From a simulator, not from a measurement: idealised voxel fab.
process module | voxel transistor to metal
cross-section cut | 180 nm wide | cells 5 nm
A cross-section is a grid of square cells, given in bands from the top down. A band is one or more rows of cells.
Each band's line starts with the height of the band's top and of its bottom, in nm. Then come its materials from left to right, each with its width in nm. One material with "throughout" fills the band from edge to edge. "air" is empty space.
Height 0 is the level under which the wafer as received is all one material. The lowest band goes on downwards, as in "0 down".
A width such as "30 to 40" changes by the same amount from each row of cells to the next, from the band's top row to its bottom row.
"no change" after a step means that no cell of the cross-section changed.
closed voids: empty space of 8 cells or more with no open way to the top, each as width x height at its distance from the left edge, in nm
after a step's settings: what the simulator itself notes on the step
overlay nm, on a step with a mask: how far to the right of its planned place the mask lay; to the left if negative
plan
1 op RECEIVE | material Si
2 op CONFORMAL_DEP | material SiO2 | thk nm 5
3 op CONFORMAL_DEP | material SiN | thk nm 10
4 op DIRECTIONAL_DEP | material aC | thk nm 15
5 op PATTERN | tone cover | mask id ACTIVE | material resist | width nm 115 | thk nm 35 | overlay nm 0
6 op DIRECTIONAL_ETCH | etch materials aC | depth nm 15
7 op STRIP | etch materials resist
8 op DIRECTIONAL_ETCH | etch materials SiN | depth nm 10
9 op DIRECTIONAL_ETCH | etch materials SiO2 | depth nm 5
10 op DIRECTIONAL_ETCH | etch materials Si | depth nm 20
11 op STRIP | etch materials aC
12 op OXIDIZE | depth nm 5
13 op FILL_DEP | material SiO2 | thk nm 15
14 op CMP | height nm 15
15 op SELECTIVE_ETCH | etch materials SiO2 | depth nm 5
16 op STRIP | etch materials SiN
17 op SELECTIVE_ETCH | etch materials SiO2 | depth nm 5
18 op OXIDIZE | depth nm 5
19 op DIRECTIONAL_DEP | material polySi | thk nm 30
20 op DIRECTIONAL_DEP | material SiCN | thk nm 10
21 op MASKED_ETCH | tone cover | mask id GATE | width nm 25 | etch materials SiCN | depth nm 20 | overlay nm 0
22 op MASKED_ETCH | tone cover | mask id GATE | width nm 25 | etch materials polySi | depth nm 40 | overlay nm 0
23 op CONFORMAL_DEP | material SiN | thk nm 5
24 op DIRECTIONAL_ETCH | etch materials SiN | depth nm 5
25 op DIRECTIONAL_ETCH | etch materials SiO2 | depth nm 5
26 op DIRECTIONAL_ETCH | etch materials Si | depth nm 15
27 op EPI | material nSi | thk nm 15
28 op FILL_DEP | material SiO2 | thk nm 5
29 op CMP | height nm 30
30 op STRIP | etch materials polySi
31 op SELECTIVE_ETCH | etch materials SiO2 | depth nm 5
32 op CONFORMAL_DEP | material HfO2 | thk nm 5
33 op CONFORMAL_DEP | material TiN | thk nm 5
34 op FILL_DEP | material W | thk nm 10
35 op CMP | height nm 25
36 op DIRECTIONAL_DEP | material SiO2 | thk nm 10
37 op MASKED_ETCH | tone open | mask id CONTACT | width nm 15 | pitch nm 80 | etch materials SiO2 | depth nm 40 | overlay nm 0
38 op CONFORMAL_DEP | material TiN | thk nm 5
39 op FILL_DEP | material W | thk nm 5
40 op CMP | height nm 35
41 op DIRECTIONAL_DEP | material TiN | thk nm 5
42 op DIRECTIONAL_DEP | material Ru | thk nm 20
43 op MASKED_ETCH | tone cover | mask id METAL_1 | width nm 15 | pitch nm 80 | etch materials Ru | depth nm 20 | overlay nm 0
44 op MASKED_ETCH | tone cover | mask id METAL_1 | width nm 15 | pitch nm 80 | etch materials TiN | depth nm 5 | overlay nm 0
45 op CONFORMAL_DEP | material SiN | thk nm 5
46 op FILL_DEP | material SiO2 | thk nm 10
47 op CMP | height nm 60
48 op CONFORMAL_DEP | material SiCN | thk nm 5
as received, after step 1
  0 down: Si throughout
  closed voids: none
first wafer at the end, as planned
  65 to 60: SiCN throughout
  60 to 40: SiO2 35 | SiN 5 | Ru 15 | SiN 5 | SiO2 55 | SiN 5 | Ru 15 | SiN 5 | SiO2 40
  40 to 35: SiN 40 | TiN 15 | SiN 65 | TiN 15 | SiN 45
  35 to 25: SiO2 40 | TiN 5 | W 5 | TiN 5 | SiO2 65 | TiN 5 | W 5 | TiN 5 | SiO2 45
  25 to 10: SiO2 40 | TiN 5 | W 5 | TiN 5 | SiO2 15 | SiN 5 | HfO2 5 | TiN 5 | W 5 | TiN 5 | HfO2 5 | SiN 5 | SiO2 15 | TiN 5 | W 5 | TiN 5 | SiO2 45
  10 to 5: SiO2 40 | TiN 5 | W 5 | TiN 5 | nSi 15 | SiN 5 | HfO2 5 | TiN 5 | W 5 | TiN 5 | HfO2 5 | SiN 5 | nSi 15 | TiN 5 | W 5 | TiN 5 | SiO2 45
  5 to 0: SiO2 25 | SiN 5 | SiO2 10 | TiN 5 | W 5 | TiN 5 | nSi 15 | SiN 5 | HfO2 5 | TiN 15 | HfO2 5 | SiN 5 | nSi 15 | TiN 5 | W 5 | TiN 5 | SiO2 10 | SiN 5 | SiO2 30
  0 to -5: SiO2 40 | TiN 15 | nSi 15 | HfO2 35 | nSi 15 | TiN 15 | SiO2 45
  -5 to -20: SiO2 35 | nSi 35 | Si 35 | nSi 35 | SiO2 40
  -20 to -25: SiO2 35 | Si 105 | SiO2 40
  -25 down: Si throughout
  closed voids: none
second wafer at the end: like start, like plan, one mistake
  65 to 60: SiCN throughout
  60 to 40: SiO2 35 | SiN 5 | Ru 15 | SiN 5 | SiO2 55 | SiN 5 | Ru 15 | SiN 5 | SiO2 40
  40 to 35: SiN 40 | TiN 15 | SiN 65 | TiN 15 | SiN 45
  35 to 25: SiO2 40 | TiN 5 | W 5 | TiN 5 | SiO2 65 | TiN 5 | W 5 | TiN 5 | SiO2 45
  25 to 10: SiO2 40 | TiN 5 | W 5 | TiN 5 | SiO2 15 | SiN 5 | HfO2 5 | TiN 5 | W 5 | TiN 5 | HfO2 5 | SiN 5 | SiO2 15 | TiN 5 | W 5 | TiN 5 | SiO2 45
  10 to 5: SiO2 40 | TiN 5 | W 5 | TiN 5 | SiO2 15 | SiN 5 | HfO2 5 | TiN 15 | HfO2 5 | SiN 5 | SiO2 15 | TiN 5 | W 5 | TiN 5 | SiO2 45
  5 to 0: SiO2 30 | SiN 5 | SiO2 5 | TiN 5 | W 5 | TiN 5 | SiO2 15 | HfO2 35 | SiO2 15 | TiN 5 | W 5 | TiN 5 | SiO2 5 | SiN 5 | SiO2 35
  0 to -5: SiO2 40 | TiN 15 | SiO2 65 | TiN 15 | SiO2 45
  -5 to -20: nSi 25 | SiO2 125 | nSi 30
  -20 to -25: Si 25 | SiO2 125 | Si 30
  -25 down: Si throughout
  closed voids: none
what went wrong: step 5 ran as: op PATTERN | tone open | mask id ACTIVE | material resist | width nm 115 | thk nm 35 | overlay nm 0
at the end the second wafer has, in cells: 2 fewer of HfO2 | 31 fewer of Si | 2 fewer of SiN | 65 more of SiO2 | 2 fewer of TiN | 1 fewer of W | 27 fewer of nSi
